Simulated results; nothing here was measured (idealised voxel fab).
Process module, titled voxel ribs on slabs
The width of the displayed cross-section, cut, is 270 nm; its cells are square, with a size of 5 nm.
How to read a cross-section here: the picture is a grid of square cells, written as bands going from the top down, and any band can span one or more rows of cells.
Read a band's entry like this: the first values are the height of its top and the height of its bottom in nm, and what follows is the sequence of materials from left to right, each with its width in nm. Note that "blank" is empty space, and that a single material marked "all across" reaches across the band from edge to edge.
Heights from 0 (as-received wafer is one material below). Bottom band endless downward, as "top 0, no bottom".
It should be noted that a width expressed as "30..40" varies in equal increments from row to row of cells within the band, taking the value of the first number at the top row and that of the second number at the bottom row.
Step marked "changes: none"? Then no cell in the cross-section changed in it.
This entry, "Enclosed cavity list", enumerates those empty regions of no fewer than 8 cells that possess no open connection to the top. Each region is reported in the form width x height at distance, the distance being taken from the left edge, with all three quantities expressed in nm.
If you see something after the settings on a step's line, that's the simulator's own remark about that step.
overlay nm: how far to the right of its planned place the mask lay on this masked step (negative: to the left).
Intended process steps:
- 1: RECEIVE, material Si
- 2: DIRECTIONAL_DEP, material SiO2, thk nm 30
- 3: DIRECTIONAL_DEP, material polySi, thk nm 20
- 4: PATTERN, tone cover, mask id RIB, material resist, width nm 20, thk nm 15, overlay nm 0
- 5: DIRECTIONAL_ETCH, etch materials polySi, depth nm 5
- 6: STRIP, etch materials resist
- 7: DIRECTIONAL_DEP, material aC, thk nm 15
- 8: PATTERN, tone cover, mask id SLAB, material resist, width nm 50, thk nm 35, overlay nm 0
- 9: DIRECTIONAL_ETCH, etch materials aC, depth nm 15
- 10: STRIP, etch materials resist
- 11: DIRECTIONAL_ETCH, etch materials polySi, depth nm 15
- 12: STRIP, etch materials aC
- 13: FILL_DEP, material SiO2, thk nm 25
- 14: CMP, height nm 65
- 15: DIRECTIONAL_DEP, material TiN, thk nm 5
- 16: PATTERN, tone cover, mask id HEATER, material resist, width nm 30, thk nm 15, overlay nm 0
- 17: DIRECTIONAL_ETCH, etch materials TiN, depth nm 5
- 18: STRIP, etch materials resist
- 19: CONFORMAL_DEP, material SiO2, thk nm 10
The cross-section here shows the wafer as received, i.e. in its state after step 1:
* top 0, no bottom  Si all across
* Enclosed cavity list: none
As-planned run: cross-section of the first of two wafers at end of module:
* top 80, bottom 75  blank (110), SiO2 (50), blank (110)
* top 75, bottom 70  SiO2 all across
* top 70, bottom 65  SiO2 (120), TiN (30), SiO2 (120)
* top 65, bottom 50  SiO2 all across
* top 50, bottom 45  SiO2 (125), polySi (20), SiO2 (125)
* top 45, bottom 30  SiO2 (110), polySi (50), SiO2 (110)
* top 30, bottom 0  SiO2 all across
* top 0, no bottom  Si all across
* Enclosed cavity list: none
This cross-section belongs to the second wafer of two at the end of the module; the start and the plan were shared with the first, and the run included one mistake:
* top 80, bottom 75  blank (110), TiN (50), blank (110)
* top 75, bottom 65  TiN all across
* top 65, bottom 50  SiO2 all across
* top 50, bottom 45  SiO2 (125), polySi (20), SiO2 (125)
* top 45, bottom 30  SiO2 (110), polySi (50), SiO2 (110)
* top 30, bottom 0  SiO2 all across
* top 0, no bottom  Si all across
* Enclosed cavity list: none
Diagnosis: the process deviated at step 19: the operation and settings actually run there were CONFORMAL_DEP, material TiN, thk nm 10
In the final state, the cell counts of the second wafer exceed or fall short of those of the first for the following materials: SiO2: 112 fewer | TiN: 112 more
